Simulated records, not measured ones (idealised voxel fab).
process module | voxel wiring stack
cross-section cut | 295 nm wide | cells 5 nm
A cross-section is a grid of square cells, given in bands from the top down. A band is one or more rows of cells.
Each band's line starts with the height of the band's top and of its bottom, in nm. Then come its materials from left to right, each with its width in nm. One material with "throughout" fills the band from edge to edge. "air" is empty space.
Height 0 is the level under which the wafer as received is all one material. The lowest band goes on downwards, as in "0 down".
A width such as "30 to 40" changes by the same amount from each row of cells to the next, from the band's top row to its bottom row.
"no change" after a step means that no cell of the cross-section changed.
closed voids: empty space of 8 cells or more with no open way to the top, each as width x height at its distance from the left edge, in nm
after a step's settings: what the simulator itself notes on the step
overlay nm, on a step with a mask: how far to the right of its planned place the mask lay; to the left if negative
plan
1 op RECEIVE | material Si
2 op CONFORMAL_DEP | material SiO2 | thk nm 10
3 op DIRECTIONAL_DEP | material TiN | thk nm 5
4 op DIRECTIONAL_DEP | material Ru | thk nm 20
5 op MASKED_ETCH | tone cover | mask id METAL_1 | width nm 30 | pitch nm 50 | etch materials Ru | depth nm 20 | overlay nm 0
6 op MASKED_ETCH | tone cover | mask id METAL_1 | width nm 30 | pitch nm 50 | etch materials TiN | depth nm 5 | overlay nm 0
7 op FILL_DEP | material SiO2 | thk nm 5
8 op CMP | height nm 35
9 op CONFORMAL_DEP | material SiCN | thk nm 5
10 op DIRECTIONAL_DEP | material lowk | thk nm 25
11 op MASKED_ETCH | tone open | mask id METAL_2_HOLES | width nm 15 | pitch nm 50 | etch materials lowk | depth nm 25 | overlay nm 0
12 op MASKED_ETCH | tone open | mask id METAL_2 | width nm 30 | pitch nm 50 | etch materials lowk | depth nm 15 | overlay nm 0
13 op MASKED_ETCH | tone open | mask id METAL_2 | width nm 30 | pitch nm 50 | etch materials SiCN | depth nm 5 | overlay nm 0
14 op CONFORMAL_DEP | material TiN | thk nm 5
15 op FILL_DEP | material Ru | thk nm 5
16 op CMP | height nm 65
17 op CONFORMAL_DEP | material SiCN | thk nm 5
18 op DIRECTIONAL_DEP | material SiO2 | thk nm 10
19 op MASKED_ETCH | tone open | mask id PLUG_2 | width nm 15 | pitch nm 100 | etch materials SiO2 | depth nm 10 | overlay nm 0
20 op MASKED_ETCH | tone open | mask id PLUG_2 | width nm 15 | pitch nm 100 | etch materials SiCN | depth nm 5 | overlay nm 0
21 op EPI | material Ru | thk nm 10
22 op EPI | material Ru | thk nm 5
23 op DIRECTIONAL_DEP | material TiN | thk nm 5
24 op DIRECTIONAL_DEP | material W | thk nm 25
25 op MASKED_ETCH | tone cover | mask id METAL_3 | width nm 30 | pitch nm 50 | etch materials W | depth nm 25 | overlay nm 0
26 op MASKED_ETCH | tone cover | mask id METAL_3 | width nm 30 | pitch nm 50 | etch materials TiN | depth nm 5 | overlay nm 0
27 op CONFORMAL_DEP | material SiCN | thk nm 5
28 op FILL_DEP | material lowk | thk nm 5
29 op CMP | height nm 110
30 op CONFORMAL_DEP | material SiCN | thk nm 5
31 op DIRECTIONAL_DEP | material SiO2 | thk nm 25
32 op DIRECTIONAL_DEP | material aC | thk nm 10
33 op PATTERN | tone open | mask id METAL_4 | material resist | width nm 30 | pitch nm 50 | thk nm 25 | overlay nm 0
34 op DIRECTIONAL_ETCH | etch materials aC | depth nm 10
35 op STRIP | etch materials resist
36 op DIRECTIONAL_ETCH | etch materials SiO2 | depth nm 15
37 op STRIP | etch materials aC
38 op MASKED_ETCH | tone open | mask id METAL_4_HOLES | width nm 15 | pitch nm 50 | etch materials SiO2 | depth nm 10 | overlay nm 0
39 op MASKED_ETCH | tone open | mask id METAL_4_HOLES | width nm 15 | pitch nm 50 | etch materials SiCN | depth nm 5 | overlay nm 0
40 op CONFORMAL_DEP | material TiN | thk nm 5
41 op FILL_DEP | material Cu | thk nm 10
42 op CMP | height nm 140
43 op CONFORMAL_DEP | material SiN | thk nm 5
first wafer, as planned
as received, after step 1
  0 down: Si throughout
  closed voids: none
after step 2
  10 to 0: SiO2 throughout
  below 0: unchanged
after step 3
  15 to 10: TiN throughout
  below 10: unchanged
after step 4
  35 to 15: Ru throughout
  below 15: unchanged
after step 5
  35 to 15: air 55 | Ru 30 | air 20 | Ru 30 | air 20 | Ru 30 | air 20 | Ru 30 | air 60
  below 15: unchanged
after step 6
  35 to 15: air 55 | Ru 30 | air 20 | Ru 30 | air 20 | Ru 30 | air 20 | Ru 30 | air 60
  15 to 10: air 55 | TiN 30 | air 20 | TiN 30 | air 20 | TiN 30 | air 20 | TiN 30 | air 60
  below 10: unchanged
after step 7
  40 to 35: SiO2 throughout
  35 to 15: SiO2 55 | Ru 30 | SiO2 20 | Ru 30 | SiO2 20 | Ru 30 | SiO2 20 | Ru 30 | SiO2 60
  15 to 10: SiO2 55 | TiN 30 | SiO2 20 | TiN 30 | SiO2 20 | TiN 30 | SiO2 20 | TiN 30 | SiO2 60
  below 10: unchanged
after step 8
  35 to 15: SiO2 55 | Ru 30 | SiO2 20 | Ru 30 | SiO2 20 | Ru 30 | SiO2 20 | Ru 30 | SiO2 60
  below 15: unchanged
after step 9
  40 to 35: SiCN throughout
  below 35: unchanged
after step 10
  65 to 40: lowk throughout
  below 40: unchanged
after step 11
  65 to 40: lowk 55 | air 15 | lowk 35 | air 15 | lowk 35 | air 15 | lowk 35 | air 15 | lowk 75
  below 40: unchanged
after step 12
  65 to 50: lowk 55 | air 30 | lowk 20 | air 30 | lowk 20 | air 30 | lowk 20 | air 30 | lowk 60
  below 50: unchanged
after step 13
  65 to 50: lowk 55 | air 30 | lowk 20 | air 30 | lowk 20 | air 30 | lowk 20 | air 30 | lowk 60
  50 to 40: lowk 55 | air 15 | lowk 35 | air 15 | lowk 35 | air 15 | lowk 35 | air 15 | lowk 75
  40 to 35: SiCN 55 | air 15 | SiCN 35 | air 15 | SiCN 35 | air 15 | SiCN 35 | air 15 | SiCN 75
  below 35: unchanged
after step 14
  70 to 65: TiN 60 | air 20 | TiN 30 | air 20 | TiN 30 | air 20 | TiN 30 | air 20 | TiN 65
  65 to 55: lowk 55 | TiN 5 | air 20 | TiN 5 | lowk 20 | TiN 5 | air 20 | TiN 5 | lowk 20 | TiN 5 | air 20 | TiN 5 | lowk 20 | TiN 5 | air 20 | TiN 5 | lowk 60
  55 to 50: lowk 55 | TiN 5 | air 5 | TiN 20 | lowk 20 | TiN 5 | air 5 | TiN 20 | lowk 20 | TiN 5 | air 5 | TiN 20 | lowk 20 | TiN 5 | air 5 | TiN 20 | lowk 60
  50 to 40: lowk 55 | TiN 5 | air 5 | TiN 5 | lowk 35 | TiN 5 | air 5 | TiN 5 | lowk 35 | TiN 5 | air 5 | TiN 5 | lowk 35 | TiN 5 | air 5 | TiN 5 | lowk 75
  40 to 35: SiCN 55 | TiN 15 | SiCN 35 | TiN 15 | SiCN 35 | TiN 15 | SiCN 35 | TiN 15 | SiCN 75
  below 35: unchanged
after step 15
  75 to 70: Ru throughout
  70 to 65: TiN 60 | Ru 20 | TiN 30 | Ru 20 | TiN 30 | Ru 20 | TiN 30 | Ru 20 | TiN 65
  65 to 55: lowk 55 | TiN 5 | Ru 20 | TiN 5 | lowk 20 | TiN 5 | Ru 20 | TiN 5 | lowk 20 | TiN 5 | Ru 20 | TiN 5 | lowk 20 | TiN 5 | Ru 20 | TiN 5 | lowk 60
  55 to 50: lowk 55 | TiN 5 | Ru 5 | TiN 20 | lowk 20 | TiN 5 | Ru 5 | TiN 20 | lowk 20 | TiN 5 | Ru 5 | TiN 20 | lowk 20 | TiN 5 | Ru 5 | TiN 20 | lowk 60
  50 to 40: lowk 55 | TiN 5 | Ru 5 | TiN 5 | lowk 35 | TiN 5 | Ru 5 | TiN 5 | lowk 35 | TiN 5 | Ru 5 | TiN 5 | lowk 35 | TiN 5 | Ru 5 | TiN 5 | lowk 75
  below 40: unchanged
after step 16
  65 to 55: lowk 55 | TiN 5 | Ru 20 | TiN 5 | lowk 20 | TiN 5 | Ru 20 | TiN 5 | lowk 20 | TiN 5 | Ru 20 | TiN 5 | lowk 20 | TiN 5 | Ru 20 | TiN 5 | lowk 60
  below 55: unchanged
after step 17
  70 to 65: SiCN throughout
  below 65: unchanged
after step 18
  80 to 70: SiO2 throughout
  below 70: unchanged
after step 19
  80 to 70: SiO2 55 | air 15 | SiO2 85 | air 15 | SiO2 125
  below 70: unchanged
after step 20
  80 to 70: SiO2 55 | air 15 | SiO2 85 | air 15 | SiO2 125
  70 to 65: SiCN 55 | air 15 | SiCN 85 | air 15 | SiCN 125
  below 65: unchanged
after step 21
  80 to 75: SiO2 55 | air 15 | SiO2 85 | air 15 | SiO2 125
  75 to 70: SiO2 55 | Ru 15 | SiO2 85 | Ru 15 | SiO2 125
  70 to 65: SiCN 55 | Ru 15 | SiCN 85 | Ru 15 | SiCN 125
  below 65: unchanged
after step 22
  80 to 70: SiO2 55 | Ru 15 | SiO2 85 | Ru 15 | SiO2 125
  below 70: unchanged
after step 23
  85 to 80: TiN throughout
  below 80: unchanged
after step 24
  110 to 85: W throughout
  below 85: unchanged
after step 25
  110 to 85: air 55 | W 30 | air 20 | W 30 | air 20 | W 30 | air 20 | W 30 | air 60
  below 85: unchanged
after step 26
  110 to 85: air 55 | W 30 | air 20 | W 30 | air 20 | W 30 | air 20 | W 30 | air 60
  85 to 80: air 55 | TiN 30 | air 20 | TiN 30 | air 20 | TiN 30 | air 20 | TiN 30 | air 60
  below 80: unchanged
after step 27
  115 to 110: air 50 | SiCN 40 | air 10 | SiCN 40 | air 10 | SiCN 40 | air 10 | SiCN 40 | air 55
  110 to 85: air 50 | SiCN 5 | W 30 | SiCN 5 | air 10 | SiCN 5 | W 30 | SiCN 5 | air 10 | SiCN 5 | W 30 | SiCN 5 | air 10 | SiCN 5 | W 30 | SiCN 5 | air 55
  85 to 80: SiCN 55 | TiN 30 | SiCN 20 | TiN 30 | SiCN 20 | TiN 30 | SiCN 20 | TiN 30 | SiCN 60
  below 80: unchanged
after step 28
  120 to 115: lowk throughout
  115 to 110: lowk 50 | SiCN 40 | lowk 10 | SiCN 40 | lowk 10 | SiCN 40 | lowk 10 | SiCN 40 | lowk 55
  110 to 85: lowk 50 | SiCN 5 | W 30 | SiCN 5 | lowk 10 | SiCN 5 | W 30 | SiCN 5 | lowk 10 | SiCN 5 | W 30 | SiCN 5 | lowk 10 | SiCN 5 | W 30 | SiCN 5 | lowk 55
  below 85: unchanged
after step 29
  110 to 85: lowk 50 | SiCN 5 | W 30 | SiCN 5 | lowk 10 | SiCN 5 | W 30 | SiCN 5 | lowk 10 | SiCN 5 | W 30 | SiCN 5 | lowk 10 | SiCN 5 | W 30 | SiCN 5 | lowk 55
  below 85: unchanged
after step 30
  115 to 110: SiCN throughout
  below 110: unchanged
after step 31
  140 to 115: SiO2 throughout
  below 115: unchanged
after step 32
  150 to 140: aC throughout
  below 140: unchanged
after step 33
  175 to 150: resist 55 | air 30 | resist 20 | air 30 | resist 20 | air 30 | resist 20 | air 30 | resist 60
  below 150: unchanged
after step 34
  165 to 150: resist 55 | air 30 | resist 20 | air 30 | resist 20 | air 30 | resist 20 | air 30 | resist 60
  150 to 140: aC 55 | air 30 | aC 20 | air 30 | aC 20 | air 30 | aC 20 | air 30 | aC 60
  below 140: unchanged
after step 35
  150 to 140: aC 55 | air 30 | aC 20 | air 30 | aC 20 | air 30 | aC 20 | air 30 | aC 60
  below 140: unchanged
after step 36
  150 to 140: aC 55 | air 30 | aC 20 | air 30 | aC 20 | air 30 | aC 20 | air 30 | aC 60
  140 to 125: SiO2 55 | air 30 | SiO2 20 | air 30 | SiO2 20 | air 30 | SiO2 20 | air 30 | SiO2 60
  below 125: unchanged
after step 37
  140 to 125: SiO2 55 | air 30 | SiO2 20 | air 30 | SiO2 20 | air 30 | SiO2 20 | air 30 | SiO2 60
  below 125: unchanged
after step 38
  140 to 125: SiO2 55 | air 30 | SiO2 20 | air 30 | SiO2 20 | air 30 | SiO2 20 | air 30 | SiO2 60
  125 to 115: SiO2 55 | air 15 | SiO2 35 | air 15 | SiO2 35 | air 15 | SiO2 35 | air 15 | SiO2 75
  below 115: unchanged
after step 39
  140 to 125: SiO2 55 | air 30 | SiO2 20 | air 30 | SiO2 20 | air 30 | SiO2 20 | air 30 | SiO2 60
  125 to 115: SiO2 55 | air 15 | SiO2 35 | air 15 | SiO2 35 | air 15 | SiO2 35 | air 15 | SiO2 75
  115 to 110: SiCN 55 | air 15 | SiCN 35 | air 15 | SiCN 35 | air 15 | SiCN 35 | air 15 | SiCN 75
  below 110: unchanged
after step 40
  145 to 140: TiN 60 | air 20 | TiN 30 | air 20 | TiN 30 | air 20 | TiN 30 | air 20 | TiN 65
  140 to 130: SiO2 55 | TiN 5 | air 20 | TiN 5 | SiO2 20 | TiN 5 | air 20 | TiN 5 | SiO2 20 | TiN 5 | air 20 | TiN 5 | SiO2 20 | TiN 5 | air 20 | TiN 5 | SiO2 60
  130 to 125: SiO2 55 | TiN 5 | air 5 | TiN 20 | SiO2 20 | TiN 5 | air 5 | TiN 20 | SiO2 20 | TiN 5 | air 5 | TiN 20 | SiO2 20 | TiN 5 | air 5 | TiN 20 | SiO2 60
  125 to 115: SiO2 55 | TiN 5 | air 5 | TiN 5 | SiO2 35 | TiN 5 | air 5 | TiN 5 | SiO2 35 | TiN 5 | air 5 | TiN 5 | SiO2 35 | TiN 5 | air 5 | TiN 5 | SiO2 75
  115 to 110: SiCN 55 | TiN 15 | SiCN 35 | TiN 15 | SiCN 35 | TiN 15 | SiCN 35 | TiN 15 | SiCN 75
  below 110: unchanged
after step 41
  155 to 145: Cu throughout
  145 to 140: TiN 60 | Cu 20 | TiN 30 | Cu 20 | TiN 30 | Cu 20 | TiN 30 | Cu 20 | TiN 65
  140 to 130: SiO2 55 | TiN 5 | Cu 20 | TiN 5 | SiO2 20 | TiN 5 | Cu 20 | TiN 5 | SiO2 20 | TiN 5 | Cu 20 | TiN 5 | SiO2 20 | TiN 5 | Cu 20 | TiN 5 | SiO2 60
  130 to 125: SiO2 55 | TiN 5 | Cu 5 | TiN 20 | SiO2 20 | TiN 5 | Cu 5 | TiN 20 | SiO2 20 | TiN 5 | Cu 5 | TiN 20 | SiO2 20 | TiN 5 | Cu 5 | TiN 20 | SiO2 60
  125 to 115: SiO2 55 | TiN 5 | Cu 5 | TiN 5 | SiO2 35 | TiN 5 | Cu 5 | TiN 5 | SiO2 35 | TiN 5 | Cu 5 | TiN 5 | SiO2 35 | TiN 5 | Cu 5 | TiN 5 | SiO2 75
  below 115: unchanged
after step 42
  140 to 130: SiO2 55 | TiN 5 | Cu 20 | TiN 5 | SiO2 20 | TiN 5 | Cu 20 | TiN 5 | SiO2 20 | TiN 5 | Cu 20 | TiN 5 | SiO2 20 | TiN 5 | Cu 20 | TiN 5 | SiO2 60
  below 130: unchanged
after step 43
  145 to 140: SiN throughout
  below 140: unchanged
second wafer: like start, like plan, one mistake. Through step 4 it matches the first wafer
when step 5 should have ended
  35 to 15: air 45 | Ru 30 | air 20 | Ru 30 | air 20 | Ru 30 | air 20 | Ru 30 | air 70
  below 15: unchanged
when step 6 should have ended
  35 to 15: air 45 | Ru 30 | air 20 | Ru 30 | air 20 | Ru 30 | air 20 | Ru 30 | air 70
  15 to 10: air 45 | TiN 40 | air 10 | TiN 40 | air 10 | TiN 40 | air 10 | TiN 40 | air 60
  below 10: unchanged
when step 7 should have ended
  40 to 35: SiO2 throughout
  35 to 15: SiO2 45 | Ru 30 | SiO2 20 | Ru 30 | SiO2 20 | Ru 30 | SiO2 20 | Ru 30 | SiO2 70
  15 to 10: SiO2 45 | TiN 40 | SiO2 10 | TiN 40 | SiO2 10 | TiN 40 | SiO2 10 | TiN 40 | SiO2 60
  below 10: unchanged
when step 8 should have ended
  35 to 15: SiO2 45 | Ru 30 | SiO2 20 | Ru 30 | SiO2 20 | Ru 30 | SiO2 20 | Ru 30 | SiO2 70
  below 15: unchanged
when step 9 should have ended
  40 to 35: SiCN throughout
  below 35: unchanged
when step 10 should have ended
  65 to 40: lowk throughout
  below 40: unchanged
when step 11 should have ended
  65 to 40: lowk 55 | air 15 | lowk 35 | air 15 | lowk 35 | air 15 | lowk 35 | air 15 | lowk 75
  below 40: unchanged
when step 12 should have ended
  65 to 50: lowk 55 | air 30 | lowk 20 | air 30 | lowk 20 | air 30 | lowk 20 | air 30 | lowk 60
  below 50: unchanged
when step 13 should have ended
  65 to 50: lowk 55 | air 30 | lowk 20 | air 30 | lowk 20 | air 30 | lowk 20 | air 30 | lowk 60
  50 to 40: lowk 55 | air 15 | lowk 35 | air 15 | lowk 35 | air 15 | lowk 35 | air 15 | lowk 75
  40 to 35: SiCN 55 | air 15 | SiCN 35 | air 15 | SiCN 35 | air 15 | SiCN 35 | air 15 | SiCN 75
  below 35: unchanged
when step 14 should have ended
  70 to 65: TiN 60 | air 20 | TiN 30 | air 20 | TiN 30 | air 20 | TiN 30 | air 20 | TiN 65
  65 to 55: lowk 55 | TiN 5 | air 20 | TiN 5 | lowk 20 | TiN 5 | air 20 | TiN 5 | lowk 20 | TiN 5 | air 20 | TiN 5 | lowk 20 | TiN 5 | air 20 | TiN 5 | lowk 60
  55 to 50: lowk 55 | TiN 5 | air 5 | TiN 20 | lowk 20 | TiN 5 | air 5 | TiN 20 | lowk 20 | TiN 5 | air 5 | TiN 20 | lowk 20 | TiN 5 | air 5 | TiN 20 | lowk 60
  50 to 40: lowk 55 | TiN 5 | air 5 | TiN 5 | lowk 35 | TiN 5 | air 5 | TiN 5 | lowk 35 | TiN 5 | air 5 | TiN 5 | lowk 35 | TiN 5 | air 5 | TiN 5 | lowk 75
  40 to 35: SiCN 55 | TiN 15 | SiCN 35 | TiN 15 | SiCN 35 | TiN 15 | SiCN 35 | TiN 15 | SiCN 75
  below 35: unchanged
when step 15 should have ended
  75 to 70: Ru throughout
  70 to 65: TiN 60 | Ru 20 | TiN 30 | Ru 20 | TiN 30 | Ru 20 | TiN 30 | Ru 20 | TiN 65
  65 to 55: lowk 55 | TiN 5 | Ru 20 | TiN 5 | lowk 20 | TiN 5 | Ru 20 | TiN 5 | lowk 20 | TiN 5 | Ru 20 | TiN 5 | lowk 20 | TiN 5 | Ru 20 | TiN 5 | lowk 60
  55 to 50: lowk 55 | TiN 5 | Ru 5 | TiN 20 | lowk 20 | TiN 5 | Ru 5 | TiN 20 | lowk 20 | TiN 5 | Ru 5 | TiN 20 | lowk 20 | TiN 5 | Ru 5 | TiN 20 | lowk 60
  50 to 40: lowk 55 | TiN 5 | Ru 5 | TiN 5 | lowk 35 | TiN 5 | Ru 5 | TiN 5 | lowk 35 | TiN 5 | Ru 5 | TiN 5 | lowk 35 | TiN 5 | Ru 5 | TiN 5 | lowk 75
  below 40: unchanged
when step 16 should have ended
  65 to 55: lowk 55 | TiN 5 | Ru 20 | TiN 5 | lowk 20 | TiN 5 | Ru 20 | TiN 5 | lowk 20 | TiN 5 | Ru 20 | TiN 5 | lowk 20 | TiN 5 | Ru 20 | TiN 5 | lowk 60
  below 55: unchanged
when step 17 should have ended
  70 to 65: SiCN throughout
  below 65: unchanged
when step 18 should have ended
  80 to 70: SiO2 throughout
  below 70: unchanged
when step 19 should have ended
  80 to 70: SiO2 55 | air 15 | SiO2 85 | air 15 | SiO2 125
  below 70: unchanged
when step 20 should have ended
  80 to 70: SiO2 55 | air 15 | SiO2 85 | air 15 | SiO2 125
  70 to 65: SiCN 55 | air 15 | SiCN 85 | air 15 | SiCN 125
  below 65: unchanged
when step 21 should have ended
  80 to 75: SiO2 55 | air 15 | SiO2 85 | air 15 | SiO2 125
  75 to 70: SiO2 55 | Ru 15 | SiO2 85 | Ru 15 | SiO2 125
  70 to 65: SiCN 55 | Ru 15 | SiCN 85 | Ru 15 | SiCN 125
  below 65: unchanged
when step 22 should have ended
  80 to 70: SiO2 55 | Ru 15 | SiO2 85 | Ru 15 | SiO2 125
  below 70: unchanged
when step 23 should have ended
  85 to 80: TiN throughout
  below 80: unchanged
when step 24 should have ended
  110 to 85: W throughout
  below 85: unchanged
when step 25 should have ended
  110 to 85: air 55 | W 30 | air 20 | W 30 | air 20 | W 30 | air 20 | W 30 | air 60
  below 85: unchanged
when step 26 should have ended
  110 to 85: air 55 | W 30 | air 20 | W 30 | air 20 | W 30 | air 20 | W 30 | air 60
  85 to 80: air 55 | TiN 30 | air 20 | TiN 30 | air 20 | TiN 30 | air 20 | TiN 30 | air 60
  below 80: unchanged
when step 27 should have ended
  115 to 110: air 50 | SiCN 40 | air 10 | SiCN 40 | air 10 | SiCN 40 | air 10 | SiCN 40 | air 55
  110 to 85: air 50 | SiCN 5 | W 30 | SiCN 5 | air 10 | SiCN 5 | W 30 | SiCN 5 | air 10 | SiCN 5 | W 30 | SiCN 5 | air 10 | SiCN 5 | W 30 | SiCN 5 | air 55
  85 to 80: SiCN 55 | TiN 30 | SiCN 20 | TiN 30 | SiCN 20 | TiN 30 | SiCN 20 | TiN 30 | SiCN 60
  below 80: unchanged
when step 28 should have ended
  120 to 115: lowk throughout
  115 to 110: lowk 50 | SiCN 40 | lowk 10 | SiCN 40 | lowk 10 | SiCN 40 | lowk 10 | SiCN 40 | lowk 55
  110 to 85: lowk 50 | SiCN 5 | W 30 | SiCN 5 | lowk 10 | SiCN 5 | W 30 | SiCN 5 | lowk 10 | SiCN 5 | W 30 | SiCN 5 | lowk 10 | SiCN 5 | W 30 | SiCN 5 | lowk 55
  below 85: unchanged
when step 29 should have ended
  110 to 85: lowk 50 | SiCN 5 | W 30 | SiCN 5 | lowk 10 | SiCN 5 | W 30 | SiCN 5 | lowk 10 | SiCN 5 | W 30 | SiCN 5 | lowk 10 | SiCN 5 | W 30 | SiCN 5 | lowk 55
  below 85: unchanged
when step 30 should have ended
  115 to 110: SiCN throughout
  below 110: unchanged
when step 31 should have ended
  140 to 115: SiO2 throughout
  below 115: unchanged
when step 32 should have ended
  150 to 140: aC throughout
  below 140: unchanged
when step 33 should have ended
  175 to 150: resist 55 | air 30 | resist 20 | air 30 | resist 20 | air 30 | resist 20 | air 30 | resist 60
  below 150: unchanged
when step 34 should have ended
  165 to 150: resist 55 | air 30 | resist 20 | air 30 | resist 20 | air 30 | resist 20 | air 30 | resist 60
  150 to 140: aC 55 | air 30 | aC 20 | air 30 | aC 20 | air 30 | aC 20 | air 30 | aC 60
  below 140: unchanged
when step 35 should have ended
  150 to 140: aC 55 | air 30 | aC 20 | air 30 | aC 20 | air 30 | aC 20 | air 30 | aC 60
  below 140: unchanged
when step 36 should have ended
  150 to 140: aC 55 | air 30 | aC 20 | air 30 | aC 20 | air 30 | aC 20 | air 30 | aC 60
  140 to 125: SiO2 55 | air 30 | SiO2 20 | air 30 | SiO2 20 | air 30 | SiO2 20 | air 30 | SiO2 60
  below 125: unchanged
when step 37 should have ended
  140 to 125: SiO2 55 | air 30 | SiO2 20 | air 30 | SiO2 20 | air 30 | SiO2 20 | air 30 | SiO2 60
  below 125: unchanged
when step 38 should have ended
  140 to 125: SiO2 55 | air 30 | SiO2 20 | air 30 | SiO2 20 | air 30 | SiO2 20 | air 30 | SiO2 60
  125 to 115: SiO2 55 | air 15 | SiO2 35 | air 15 | SiO2 35 | air 15 | SiO2 35 | air 15 | SiO2 75
  below 115: unchanged
when step 39 should have ended
  140 to 125: SiO2 55 | air 30 | SiO2 20 | air 30 | SiO2 20 | air 30 | SiO2 20 | air 30 | SiO2 60
  125 to 115: SiO2 55 | air 15 | SiO2 35 | air 15 | SiO2 35 | air 15 | SiO2 35 | air 15 | SiO2 75
  115 to 110: SiCN 55 | air 15 | SiCN 35 | air 15 | SiCN 35 | air 15 | SiCN 35 | air 15 | SiCN 75
  below 110: unchanged
when step 40 should have ended
  145 to 140: TiN 60 | air 20 | TiN 30 | air 20 | TiN 30 | air 20 | TiN 30 | air 20 | TiN 65
  140 to 130: SiO2 55 | TiN 5 | air 20 | TiN 5 | SiO2 20 | TiN 5 | air 20 | TiN 5 | SiO2 20 | TiN 5 | air 20 | TiN 5 | SiO2 20 | TiN 5 | air 20 | TiN 5 | SiO2 60
  130 to 125: SiO2 55 | TiN 5 | air 5 | TiN 20 | SiO2 20 | TiN 5 | air 5 | TiN 20 | SiO2 20 | TiN 5 | air 5 | TiN 20 | SiO2 20 | TiN 5 | air 5 | TiN 20 | SiO2 60
  125 to 115: SiO2 55 | TiN 5 | air 5 | TiN 5 | SiO2 35 | TiN 5 | air 5 | TiN 5 | SiO2 35 | TiN 5 | air 5 | TiN 5 | SiO2 35 | TiN 5 | air 5 | TiN 5 | SiO2 75
  115 to 110: SiCN 55 | TiN 15 | SiCN 35 | TiN 15 | SiCN 35 | TiN 15 | SiCN 35 | TiN 15 | SiCN 75
  below 110: unchanged
when step 41 should have ended
  155 to 145: Cu throughout
  145 to 140: TiN 60 | Cu 20 | TiN 30 | Cu 20 | TiN 30 | Cu 20 | TiN 30 | Cu 20 | TiN 65
  140 to 130: SiO2 55 | TiN 5 | Cu 20 | TiN 5 | SiO2 20 | TiN 5 | Cu 20 | TiN 5 | SiO2 20 | TiN 5 | Cu 20 | TiN 5 | SiO2 20 | TiN 5 | Cu 20 | TiN 5 | SiO2 60
  130 to 125: SiO2 55 | TiN 5 | Cu 5 | TiN 20 | SiO2 20 | TiN 5 | Cu 5 | TiN 20 | SiO2 20 | TiN 5 | Cu 5 | TiN 20 | SiO2 20 | TiN 5 | Cu 5 | TiN 20 | SiO2 60
  125 to 115: SiO2 55 | TiN 5 | Cu 5 | TiN 5 | SiO2 35 | TiN 5 | Cu 5 | TiN 5 | SiO2 35 | TiN 5 | Cu 5 | TiN 5 | SiO2 35 | TiN 5 | Cu 5 | TiN 5 | SiO2 75
  below 115: unchanged
when step 42 should have ended
  140 to 130: SiO2 55 | TiN 5 | Cu 20 | TiN 5 | SiO2 20 | TiN 5 | Cu 20 | TiN 5 | SiO2 20 | TiN 5 | Cu 20 | TiN 5 | SiO2 20 | TiN 5 | Cu 20 | TiN 5 | SiO2 60
  below 130: unchanged
when step 43 should have ended
  145 to 140: SiN throughout
  below 140: unchanged
what went wrong: step 5 ran as: op MASKED_ETCH | tone cover | mask id METAL_1 | width nm 30 | pitch nm 50 | etch materials Ru | depth nm 20 | overlay nm -10
at the end the second wafer has, in cells: 8 fewer of SiO2 | 8 more of TiN
